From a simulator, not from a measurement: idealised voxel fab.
Name of the process module below: voxel self aligned vias
We display cut, a cross-section 250 nm in width whose square cells are each 5 nm.
Reading order for cross-sections: top band down to bottom band. Underlying form: a grid of square cells. Band size: one or more rows of cells. What a band's entry tells you: where the top is and where the bottom is, as heights in nm, and after that what lies inside, material by material from left to right, each with its width in nm. Empty space is written as the word "air", and a single material marked with the word "throughout" occupies the band from edge to edge. We count height from 0. Below that, the starting wafer is all one material. The lowest band never ends at the bottom but goes on down; see "0..down" for how that is written. Width spec "30..40" -> top row of cells at first value, bottom row at second value, equal per-row change in between. The cross-section has no changed cell in any step marked "stayed the same". Look at "Closed cavities" for the closed voids: empty spaces with no open path to the top, sized 8 cells or up. Each is width x height at distance, distance from the left edge, all nm. On each step's line, the part that comes after the settings is the simulator's own comment on the step. overlay nm, on a step with a mask: how far to the right of its planned place the mask lay; to the left if negative.
**Planned process steps**
1) RECEIVE [material Si]
2) CONFORMAL_DEP [material SiO2] [thk nm 15]
3) CONFORMAL_DEP [material SiCN] [thk nm 5]
4) DIRECTIONAL_DEP [material lowk] [thk nm 25]
5) MASKED_ETCH [tone open] [mask id LINES] [width nm 25] [pitch nm 60] [etch materials lowk] [depth nm 25] [overlay nm 0]
6) CONFORMAL_DEP [material TiN] [thk nm 5]
7) FILL_DEP [material W] [thk nm 5]
8) CMP [height nm 45]
9) SELECTIVE_ETCH [etch materials W Ru TiN] [depth nm 10]
10) FILL_DEP [material SiN] [thk nm 5]
11) CMP [height nm 45]
12) DIRECTIONAL_DEP [material lowk] [thk nm 20]
13) DIRECTIONAL_DEP [material aC] [thk nm 10]
14) PATTERN [tone open] [mask id VIAS] [material resist] [width nm 45] [pitch nm 60] [thk nm 30] [overlay nm 0]
15) DIRECTIONAL_ETCH [etch materials aC] [depth nm 10]
16) STRIP [etch materials resist]
17) DIRECTIONAL_ETCH [etch materials lowk] [depth nm 20]
18) DIRECTIONAL_ETCH [etch materials SiN] [depth nm 10]
19) STRIP [etch materials aC]
20) CONFORMAL_DEP [material TiN] [thk nm 5]
21) FILL_DEP [material Cu] [thk nm 10]
22) CMP [height nm 65]
23) CONFORMAL_DEP [material SiCN] [thk nm 5]
**First of the two wafers, run per plan**
**Shown in cross-section is the wafer as received, that is, as it stands after step 1**
0..down  Si throughout
Closed cavities: none
**Cross-sectional representation of the wafer at the conclusion of step 2**
15..0  SiO2 throughout
Everything below 0 is unchanged.
**Cross-sectional representation of the wafer at the conclusion of step 3**
20..15  SiCN throughout
Everything below 15 is unchanged.
**Cross-sectional representation of the wafer at the conclusion of step 4**
45..20  lowk throughout
Everything below 20 is unchanged.
**Cross-sectional representation of the wafer at the conclusion of step 5**
45..20  lowk: 80, then air: 25, then lowk: 35, then air: 25, then lowk: 85
Everything below 20 is unchanged.
**Cross-sectional representation of the wafer at the conclusion of step 6**
50..45  TiN: 85, then air: 15, then TiN: 45, then air: 15, then TiN: 90
45..25  lowk: 80, then TiN: 5, then air: 15, then TiN: 5, then lowk: 35, then TiN: 5, then air: 15, then TiN: 5, then lowk: 85
25..20  lowk: 80, then TiN: 25, then lowk: 35, then TiN: 25, then lowk: 85
Everything below 20 is unchanged.
**Cross-sectional representation of the wafer at the conclusion of step 7**
55..50  W throughout
50..45  TiN: 85, then W: 15, then TiN: 45, then W: 15, then TiN: 90
45..25  lowk: 80, then TiN: 5, then W: 15, then TiN: 5, then lowk: 35, then TiN: 5, then W: 15, then TiN: 5, then lowk: 85
Everything below 25 is unchanged.
**Cross-sectional representation of the wafer at the conclusion of step 8**
45..25  lowk: 80, then TiN: 5, then W: 15, then TiN: 5, then lowk: 35, then TiN: 5, then W: 15, then TiN: 5, then lowk: 85
Everything below 25 is unchanged.
**Cross-sectional representation of the wafer at the conclusion of step 9**
45..35  lowk: 80, then air: 25, then lowk: 35, then air: 25, then lowk: 85
Everything below 35 is unchanged.
**Cross-sectional representation of the wafer at the conclusion of step 10**
50..45  SiN throughout
45..35  lowk: 80, then SiN: 25, then lowk: 35, then SiN: 25, then lowk: 85
Everything below 35 is unchanged.
**Cross-sectional representation of the wafer at the conclusion of step 11**
45..35  lowk: 80, then SiN: 25, then lowk: 35, then SiN: 25, then lowk: 85
Everything below 35 is unchanged.
**Cross-sectional representation of the wafer at the conclusion of step 12**
65..45  lowk throughout
Everything below 45 is unchanged.
**Cross-sectional representation of the wafer at the conclusion of step 13**
75..65  aC throughout
Everything below 65 is unchanged.
**Cross-sectional representation of the wafer at the conclusion of step 14**
105..75  resist: 70, then air: 45, then resist: 15, then air: 45, then resist: 75
Everything below 75 is unchanged.
**Cross-sectional representation of the wafer at the conclusion of step 15**
95..75  resist: 70, then air: 45, then resist: 15, then air: 45, then resist: 75
75..65  aC: 70, then air: 45, then aC: 15, then air: 45, then aC: 75
Everything below 65 is unchanged.
**Cross-sectional representation of the wafer at the conclusion of step 16**
75..65  aC: 70, then air: 45, then aC: 15, then air: 45, then aC: 75
Everything below 65 is unchanged.
**Cross-sectional representation of the wafer at the conclusion of step 17**
75..65  aC: 70, then air: 45, then aC: 15, then air: 45, then aC: 75
65..45  lowk: 70, then air: 45, then lowk: 15, then air: 45, then lowk: 75
Everything below 45 is unchanged.
**Cross-sectional representation of the wafer at the conclusion of step 18**
75..65  aC: 70, then air: 45, then aC: 15, then air: 45, then aC: 75
65..45  lowk: 70, then air: 45, then lowk: 15, then air: 45, then lowk: 75
45..35  lowk: 80, then air: 25, then lowk: 35, then air: 25, then lowk: 85
Everything below 35 is unchanged.
**Cross-sectional representation of the wafer at the conclusion of step 19**
65..45  lowk: 70, then air: 45, then lowk: 15, then air: 45, then lowk: 75
Everything below 45 is unchanged.
**Cross-sectional representation of the wafer at the conclusion of step 20**
70..65  TiN: 75, then air: 35, then TiN: 25, then air: 35, then TiN: 80
65..50  lowk: 70, then TiN: 5, then air: 35, then TiN: 5, then lowk: 15, then TiN: 5, then air: 35, then TiN: 5, then lowk: 75
50..40  lowk: 70..80, then TiN: 15..5, then air: 15, then TiN: 15..5, then lowk: 15..35, then TiN: 15..5, then air: 15, then TiN: 15..5, then lowk: 75..85
40..35  lowk: 80, then TiN: 25, then lowk: 35, then TiN: 25, then lowk: 85
Everything below 35 is unchanged.
**Cross-sectional representation of the wafer at the conclusion of step 21**
80..70  Cu throughout
70..65  TiN: 75, then Cu: 35, then TiN: 25, then Cu: 35, then TiN: 80
65..50  lowk: 70, then TiN: 5, then Cu: 35, then TiN: 5, then lowk: 15, then TiN: 5, then Cu: 35, then TiN: 5, then lowk: 75
50..40  lowk: 70..80, then TiN: 15..5, then Cu: 15, then TiN: 15..5, then lowk: 15..35, then TiN: 15..5, then Cu: 15, then TiN: 15..5, then lowk: 75..85
Everything below 40 is unchanged.
**Cross-sectional representation of the wafer at the conclusion of step 22**
65..50  lowk: 70, then TiN: 5, then Cu: 35, then TiN: 5, then lowk: 15, then TiN: 5, then Cu: 35, then TiN: 5, then lowk: 75
Everything below 50 is unchanged.
**Cross-sectional representation of the wafer at the conclusion of step 23**
70..65  SiCN throughout
Everything below 65 is unchanged.
**Notes, second wafer: start = first wafer's, plan = first wafer's, execution had one mistake; history identical to first through step 4**
**Cross-section of the second wafer at the time step 5 of the plan should have ended**
45..20  lowk: 90, then air: 25, then lowk: 35, then air: 25, then lowk: 75
Everything below 20 is unchanged.
**Cross-section of the second wafer at the time step 6 of the plan should have ended**
50..45  TiN: 95, then air: 15, then TiN: 45, then air: 15, then TiN: 80
45..25  lowk: 90, then TiN: 5, then air: 15, then TiN: 5, then lowk: 35, then TiN: 5, then air: 15, then TiN: 5, then lowk: 75
25..20  lowk: 90, then TiN: 25, then lowk: 35, then TiN: 25, then lowk: 75
Everything below 20 is unchanged.
**Cross-section of the second wafer at the time step 7 of the plan should have ended**
55..50  W throughout
50..45  TiN: 95, then W: 15, then TiN: 45, then W: 15, then TiN: 80
45..25  lowk: 90, then TiN: 5, then W: 15, then TiN: 5, then lowk: 35, then TiN: 5, then W: 15, then TiN: 5, then lowk: 75
Everything below 25 is unchanged.
**Cross-section of the second wafer at the time step 8 of the plan should have ended**
45..25  lowk: 90, then TiN: 5, then W: 15, then TiN: 5, then lowk: 35, then TiN: 5, then W: 15, then TiN: 5, then lowk: 75
Everything below 25 is unchanged.
**Cross-section of the second wafer at the time step 9 of the plan should have ended**
45..35  lowk: 90, then air: 25, then lowk: 35, then air: 25, then lowk: 75
Everything below 35 is unchanged.
**Cross-section of the second wafer at the time step 10 of the plan should have ended**
50..45  SiN throughout
45..35  lowk: 90, then SiN: 25, then lowk: 35, then SiN: 25, then lowk: 75
Everything below 35 is unchanged.
**Cross-section of the second wafer at the time step 11 of the plan should have ended**
45..35  lowk: 90, then SiN: 25, then lowk: 35, then SiN: 25, then lowk: 75
Everything below 35 is unchanged.
**Cross-section of the second wafer at the time step 12 of the plan should have ended**
65..45  lowk throughout
Everything below 45 is unchanged.
**Cross-section of the second wafer at the time step 13 of the plan should have ended**
75..65  aC throughout
Everything below 65 is unchanged.
**Cross-section of the second wafer at the time step 14 of the plan should have ended**
105..75  resist: 70, then air: 45, then resist: 15, then air: 45, then resist: 75
Everything below 75 is unchanged.
**Cross-section of the second wafer at the time step 15 of the plan should have ended**
95..75  resist: 70, then air: 45, then resist: 15, then air: 45, then resist: 75
75..65  aC: 70, then air: 45, then aC: 15, then air: 45, then aC: 75
Everything below 65 is unchanged.
**Cross-section of the second wafer at the time step 16 of the plan should have ended**
75..65  aC: 70, then air: 45, then aC: 15, then air: 45, then aC: 75
Everything below 65 is unchanged.
**Cross-section of the second wafer at the time step 17 of the plan should have ended**
75..65  aC: 70, then air: 45, then aC: 15, then air: 45, then aC: 75
65..45  lowk: 70, then air: 45, then lowk: 15, then air: 45, then lowk: 75
Everything below 45 is unchanged.
**Cross-section of the second wafer at the time step 18 of the plan should have ended**
75..65  aC: 70, then air: 45, then aC: 15, then air: 45, then aC: 75
65..45  lowk: 70, then air: 45, then lowk: 15, then air: 45, then lowk: 75
45..35  lowk: 90, then air: 25, then lowk: 35, then air: 25, then lowk: 75
Everything below 35 is unchanged.
**Cross-section of the second wafer at the time step 19 of the plan should have ended**
65..45  lowk: 70, then air: 45, then lowk: 15, then air: 45, then lowk: 75
Everything below 45 is unchanged.
**Cross-section of the second wafer at the time step 20 of the plan should have ended**
70..65  TiN: 75, then air: 35, then TiN: 25, then air: 35, then TiN: 80
65..50  lowk: 70, then TiN: 5, then air: 35, then TiN: 5, then lowk: 15, then TiN: 5, then air: 35, then TiN: 5, then lowk: 75
50..40  lowk: 70..90, then TiN: 25..5, then air: 15, then TiN: 5, then lowk: 15..35, then TiN: 25..5, then air: 15, then TiN: 5, then lowk: 75
40..35  lowk: 90, then TiN: 25, then lowk: 35, then TiN: 25, then lowk: 75
Everything below 35 is unchanged.
**Cross-section of the second wafer at the time step 21 of the plan should have ended**
80..70  Cu throughout
70..65  TiN: 75, then Cu: 35, then TiN: 25, then Cu: 35, then TiN: 80
65..50  lowk: 70, then TiN: 5, then Cu: 35, then TiN: 5, then lowk: 15, then TiN: 5, then Cu: 35, then TiN: 5, then lowk: 75
50..40  lowk: 70..90, then TiN: 25..5, then Cu: 15, then TiN: 5, then lowk: 15..35, then TiN: 25..5, then Cu: 15, then TiN: 5, then lowk: 75
Everything below 40 is unchanged.
**Cross-section of the second wafer at the time step 22 of the plan should have ended**
65..50  lowk: 70, then TiN: 5, then Cu: 35, then TiN: 5, then lowk: 15, then TiN: 5, then Cu: 35, then TiN: 5, then lowk: 75
Everything below 50 is unchanged.
**Cross-section of the second wafer at the time step 23 of the plan should have ended**
70..65  SiCN throughout
Everything below 65 is unchanged.
The plan and the run diverged here: heads up, step 5 didn't go per plan, it actually ran as MASKED_ETCH [tone open] [mask id LINES] [width nm 25] [pitch nm 60] [etch materials lowk] [depth nm 25] [overlay nm 10]
At the end, the second wafer has the same number of cells of each material as the first, but those cells sit in other places.
